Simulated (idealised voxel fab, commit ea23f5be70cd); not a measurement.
The following is a process module called voxel capacitor over wiring.
Section shown: cut. Width: 265 nm. Cell size: 5 nm, square.
Bands, listed from the top down, are how a cross-section gets written in this document; the cross-section itself is a grid of square cells, and a band is one or more rows of them.
For a band, the entry starts with two heights in nm, that of the top and then that of the bottom, and carries on with the band's materials in order from left to right, each alongside its width in nm; the word "everywhere" beside a single material means it fills the band edge to edge, and "air" means empty space.
It should be noted that heights are counted from 0, beneath which the wafer as supplied is of one material throughout, and that the lowest band possesses no lower boundary but continues downward, as written in "0 down".
Width: "30->40" (first number = top row, second number = bottom row, same change from row to row of cells).
Where a step carries "no alterations made", the cross-section came out of it unchanged, cell for cell.
Entry "Closed void list". Content: empty spaces with no open connection to the top, size 8 cells or greater. Each: width x height at distance. Distance: from left edge. Unit: nm.
Anything after a step's settings on that line? It's the simulator's own note about the step.
On any step carrying a mask, the "overlay nm" setting, if present on the step's line, tells how far right of its planned place the mask lay; negative values point to the left.

[plan]
- 1: RECEIVE [material Si]
- 2: CONFORMAL_DEP [material SiO2] [thk nm 15]
- 3: CONFORMAL_DEP [material SiCN] [thk nm 5]
- 4: DIRECTIONAL_DEP [material SiO2] [thk nm 15]
- 5: MASKED_ETCH [tone open] [mask id METAL_1] [width nm 25] [pitch nm 85] [etch materials SiO2] [depth nm 15] [overlay nm 0]
- 6: MASKED_ETCH [tone open] [mask id METAL_1] [width nm 25] [pitch nm 85] [etch materials SiCN] [depth nm 5] [overlay nm 0]
- 7: CONFORMAL_DEP [material TiN] [thk nm 5]
- 8: FILL_DEP [material Ru] [thk nm 10]
- 9: CMP [height nm 35]
- 10: EPI [material Ru] [thk nm 5]
- 11: FILL_DEP [material SiCN] [thk nm 5]
- 12: DIRECTIONAL_DEP [material SiO2] [thk nm 10]
- 13: PATTERN [tone open] [mask id PLUG_1] [material resist] [width nm 15] [thk nm 20] [overlay nm 0]
- 14: DIRECTIONAL_ETCH [etch materials SiO2] [depth nm 10]
- 15: DIRECTIONAL_ETCH [etch materials SiCN] [depth nm 5]
- 16: STRIP [etch materials resist]
- 17: CONFORMAL_DEP [material TiN] [thk nm 5]
- 18: FILL_DEP [material Ru] [thk nm 5]
- 19: CMP [height nm 55]
- 20: DIRECTIONAL_DEP [material TiN] [thk nm 10]
- 21: DIRECTIONAL_DEP [material SiN] [thk nm 5]
- 22: DIRECTIONAL_DEP [material TiN] [thk nm 10]
- 23: DIRECTIONAL_DEP [material aC] [thk nm 15]
- 24: PATTERN [tone cover] [mask id UPPER_PLATE] [material resist] [width nm 65] [thk nm 30] [overlay nm 0]
- 25: DIRECTIONAL_ETCH [etch materials aC] [depth nm 15]
- 26: STRIP [etch materials resist]
- 27: DIRECTIONAL_ETCH [etch materials TiN] [depth nm 10]
- 28: DIRECTIONAL_ETCH [etch materials SiN] [depth nm 5]
- 29: STRIP [etch materials aC]
- 30: DIRECTIONAL_DEP [material aC] [thk nm 10]
- 31: PATTERN [tone cover] [mask id LOWER_PLATE] [material resist] [width nm 75] [thk nm 30] [overlay nm 0]
- 32: DIRECTIONAL_ETCH [etch materials aC] [depth nm 10]
- 33: STRIP [etch materials resist]
- 34: DIRECTIONAL_ETCH [etch materials TiN] [depth nm 10]
- 35: STRIP [etch materials aC]
- 36: FILL_DEP [material SiO2] [thk nm 15]
- 37: CMP [height nm 90]
- 38: MASKED_ETCH [tone open] [mask id PLUG_2] [width nm 15] [etch materials SiO2] [depth nm 10] [overlay nm 0]
- 39: CONFORMAL_DEP [material TiN] [thk nm 5]
- 40: FILL_DEP [material Ru] [thk nm 10]
- 41: CMP [height nm 90]
- 42: CONFORMAL_DEP [material SiCN] [thk nm 5]

[As-received state of the wafer in cross-section, equivalent to post-step 1]
0 down: Si everywhere
Closed void list: none

[End-of-module cross-section of the first of two wafers, processed as planned]
95 to 90: SiCN everywhere
90 to 85: SiO2: 95 | TiN: 5 | Ru: 5 | TiN: 5 | SiO2: 155
85 to 80: SiO2: 95 | TiN: 15 | SiO2: 155
80 to 70: SiO2: 85 | TiN: 65 | SiO2: 115
70 to 65: SiO2: 85 | SiN: 65 | SiO2: 115
65 to 55: SiO2: 80 | TiN: 75 | SiO2: 110
55 to 45: SiO2: 85 | TiN: 5 | Ru: 5 | TiN: 5 | SiO2: 165
45 to 40: SiCN: 85 | TiN: 15 | SiCN: 165
40 to 35: SiCN: 70 | Ru: 35 | SiCN: 50 | Ru: 35 | SiCN: 75
35 to 20: SiO2: 75 | TiN: 5 | Ru: 15 | TiN: 5 | SiO2: 60 | TiN: 5 | Ru: 15 | TiN: 5 | SiO2: 80
20 to 15: SiCN: 75 | TiN: 25 | SiCN: 60 | TiN: 25 | SiCN: 80
15 to 0: SiO2 everywhere
0 down: Si everywhere
Closed void list: none

[Cross-section at end of module for the second wafer of two, which matched the first in starting point and plan and differed by one mistake in its processing]
95 to 90: SiCN everywhere
90 to 80: SiO2: 85 | TiN: 65 | SiO2: 115
80 to 75: SiO2: 85 | SiN: 65 | SiO2: 115
75 to 65: SiN everywhere
65 to 55: TiN everywhere
55 to 45: SiO2: 85 | TiN: 5 | Ru: 5 | TiN: 5 | SiO2: 165
45 to 40: SiCN: 85 | TiN: 15 | SiCN: 165
40 to 35: SiCN: 70 | Ru: 35 | SiCN: 50 | Ru: 35 | SiCN: 75
35 to 20: SiO2: 75 | TiN: 5 | Ru: 15 | TiN: 5 | SiO2: 60 | TiN: 5 | Ru: 15 | TiN: 5 | SiO2: 80
20 to 15: SiCN: 75 | TiN: 25 | SiCN: 60 | TiN: 25 | SiCN: 80
15 to 0: SiO2 everywhere
0 down: Si everywhere
Closed void list: none
The mistake made against the process plan was this: step 21 ran differently from the plan; actual operation with settings: DIRECTIONAL_DEP [material SiN] [thk nm 15]
Looking at both finished wafers in cells, the second ends up ahead of or behind the first on some materials: Ru -1, SiN +106, SiO2 -176, TiN +71
